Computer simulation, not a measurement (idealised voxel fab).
Presented below is a process module, voxel tone inversion.
The width of the displayed cross-section, cut, is 155 nm; its cells are square, with a size of 5 nm.
A cross-section in this document is a grid of square cells, and it is written down as bands, the top band listed before the ones below it; a band is made up of one or more rows of cells. Quick guide to a band line: top height, bottom height (nm) up front; then every material left to right with its width in nm. Only one material and it's marked "all across"? Then it fills the band edge to edge. And "blank" just means empty space. Height 0 is the level under which the wafer as received is all one material. The lowest band goes on downwards, as in "0 -> down". Width: "30 to 40" (first number = top row, second number = bottom row, same change from row to row of cells). Any step labelled "nothing changed" changed none of the cells in the cross-section. The list in "Entrapped void list" covers empty spaces of 8 cells or more that cannot reach the top through any open way, and it gives each as width x height at distance; the distance is from the left edge, and width, height and distance are in nm. Note: text after step settings on the step line = simulator remark on that step. Steps that use a mask can have "overlay nm" on their line. It says how far the mask sat to the right of where it was meant to be. Negative means to the left.
List of planned process steps
1. RECEIVE with material Si
2. CONFORMAL_DEP with material SiN, thk nm 5
3. DIRECTIONAL_DEP with material polySi, thk nm 25
4. PATTERN with tone cover, mask id POSTS, material resist, width nm 15, pitch nm 45, thk nm 30, overlay nm 0
5. DIRECTIONAL_ETCH with etch materials polySi, depth nm 25
6. STRIP with etch materials resist
7. FILL_DEP with material SiO2, thk nm 10
8. CMP with height nm 30
9. STRIP with etch materials polySi
10. CONFORMAL_DEP with material TiN, thk nm 5
11. FILL_DEP with material W, thk nm 10
12. CMP with height nm 30
13. CONFORMAL_DEP with material SiN, thk nm 5
Run as planned: first of two wafers
Cross-section of the wafer at receipt, which is the condition after step 1
* 0 -> down: Si all across
* Entrapped void list: none
The wafer in cross-section once step 2 is complete
* 5 -> 0: SiN all across
* Nothing below the height 0 has changed.
The wafer in cross-section once step 3 is complete
* 30 -> 5: polySi all across
* Nothing below the height 5 has changed.
The wafer in cross-section once step 4 is complete
* 60 -> 30: 45 nm blank  15 nm resist  30 nm blank  15 nm resist  50 nm blank
* Nothing below the height 30 has changed.
The wafer in cross-section once step 5 is complete
* 60 -> 30: 45 nm blank  15 nm resist  30 nm blank  15 nm resist  50 nm blank
* 30 -> 5: 45 nm blank  15 nm polySi  30 nm blank  15 nm polySi  50 nm blank
* Nothing below the height 5 has changed.
The wafer in cross-section once step 6 is complete
* 30 -> 5: 45 nm blank  15 nm polySi  30 nm blank  15 nm polySi  50 nm blank
* Nothing below the height 5 has changed.
The wafer in cross-section once step 7 is complete
* 40 -> 30: SiO2 all across
* 30 -> 5: 45 nm SiO2  15 nm polySi  30 nm SiO2  15 nm polySi  50 nm SiO2
* Nothing below the height 5 has changed.
The wafer in cross-section once step 8 is complete
* 30 -> 5: 45 nm SiO2  15 nm polySi  30 nm SiO2  15 nm polySi  50 nm SiO2
* Nothing below the height 5 has changed.
The wafer in cross-section once step 9 is complete
* 30 -> 5: 45 nm SiO2  15 nm blank  30 nm SiO2  15 nm blank  50 nm SiO2
* Nothing below the height 5 has changed.
The wafer in cross-section once step 10 is complete
* 35 -> 30: 50 nm TiN  5 nm blank  40 nm TiN  5 nm blank  55 nm TiN
* 30 -> 10: 45 nm SiO2  5 nm TiN  5 nm blank  5 nm TiN  30 nm SiO2  5 nm TiN  5 nm blank  5 nm TiN  50 nm SiO2
* 10 -> 5: 45 nm SiO2  15 nm TiN  30 nm SiO2  15 nm TiN  50 nm SiO2
* Nothing below the height 5 has changed.
The wafer in cross-section once step 11 is complete
* 45 -> 35: W all across
* 35 -> 30: 50 nm TiN  5 nm W  40 nm TiN  5 nm W  55 nm TiN
* 30 -> 10: 45 nm SiO2  5 nm TiN  5 nm W  5 nm TiN  30 nm SiO2  5 nm TiN  5 nm W  5 nm TiN  50 nm SiO2
* Nothing below the height 10 has changed.
The wafer in cross-section once step 12 is complete
* 30 -> 10: 45 nm SiO2  5 nm TiN  5 nm W  5 nm TiN  30 nm SiO2  5 nm TiN  5 nm W  5 nm TiN  50 nm SiO2
* Nothing below the height 10 has changed.
The wafer in cross-section once step 13 is complete
* 35 -> 30: SiN all across
* Nothing below the height 30 has changed.
Second wafer - shared start and plan with the first - one error in running - same as the first up to step 3 inclusive
Second wafer at the planned finish of step 4, seen in cross-section
* 60 -> 30: 40 nm blank  25 nm resist  20 nm blank  25 nm resist  45 nm blank
* Nothing below the height 30 has changed.
Second wafer at the planned finish of step 5, seen in cross-section
* 60 -> 30: 40 nm blank  25 nm resist  20 nm blank  25 nm resist  45 nm blank
* 30 -> 5: 40 nm blank  25 nm polySi  20 nm blank  25 nm polySi  45 nm blank
* Nothing below the height 5 has changed.
Second wafer at the planned finish of step 6, seen in cross-section
* 30 -> 5: 40 nm blank  25 nm polySi  20 nm blank  25 nm polySi  45 nm blank
* Nothing below the height 5 has changed.
Second wafer at the planned finish of step 7, seen in cross-section
* 40 -> 30: SiO2 all across
* 30 -> 5: 40 nm SiO2  25 nm polySi  20 nm SiO2  25 nm polySi  45 nm SiO2
* Nothing below the height 5 has changed.
Second wafer at the planned finish of step 8, seen in cross-section
* 30 -> 5: 40 nm SiO2  25 nm polySi  20 nm SiO2  25 nm polySi  45 nm SiO2
* Nothing below the height 5 has changed.
Second wafer at the planned finish of step 9, seen in cross-section
* 30 -> 5: 40 nm SiO2  25 nm blank  20 nm SiO2  25 nm blank  45 nm SiO2
* Nothing below the height 5 has changed.
Second wafer at the planned finish of step 10, seen in cross-section
* 35 -> 30: 45 nm TiN  15 nm blank  30 nm TiN  15 nm blank  50 nm TiN
* 30 -> 10: 40 nm SiO2  5 nm TiN  15 nm blank  5 nm TiN  20 nm SiO2  5 nm TiN  15 nm blank  5 nm TiN  45 nm SiO2
* 10 -> 5: 40 nm SiO2  25 nm TiN  20 nm SiO2  25 nm TiN  45 nm SiO2
* Nothing below the height 5 has changed.
Second wafer at the planned finish of step 11, seen in cross-section
* 45 -> 35: W all across
* 35 -> 30: 45 nm TiN  15 nm W  30 nm TiN  15 nm W  50 nm TiN
* 30 -> 10: 40 nm SiO2  5 nm TiN  15 nm W  5 nm TiN  20 nm SiO2  5 nm TiN  15 nm W  5 nm TiN  45 nm SiO2
* Nothing below the height 10 has changed.
Second wafer at the planned finish of step 12, seen in cross-section
* 30 -> 10: 40 nm SiO2  5 nm TiN  15 nm W  5 nm TiN  20 nm SiO2  5 nm TiN  15 nm W  5 nm TiN  45 nm SiO2
* Nothing below the height 10 has changed.
Second wafer at the planned finish of step 13, seen in cross-section
* 35 -> 30: SiN all across
* Nothing below the height 30 has changed.
Here's what went sideways: step 4: run off-plan, actual operation and settings PATTERN with tone cover, mask id POSTS, material resist, width nm 25, pitch nm 45, thk nm 30, overlay nm 0
Once processing is complete, comparing cell counts shows that the second wafer has more or fewer of certain materials than the first: 20 fewer of SiO2, 4 more of TiN, 16 more of W
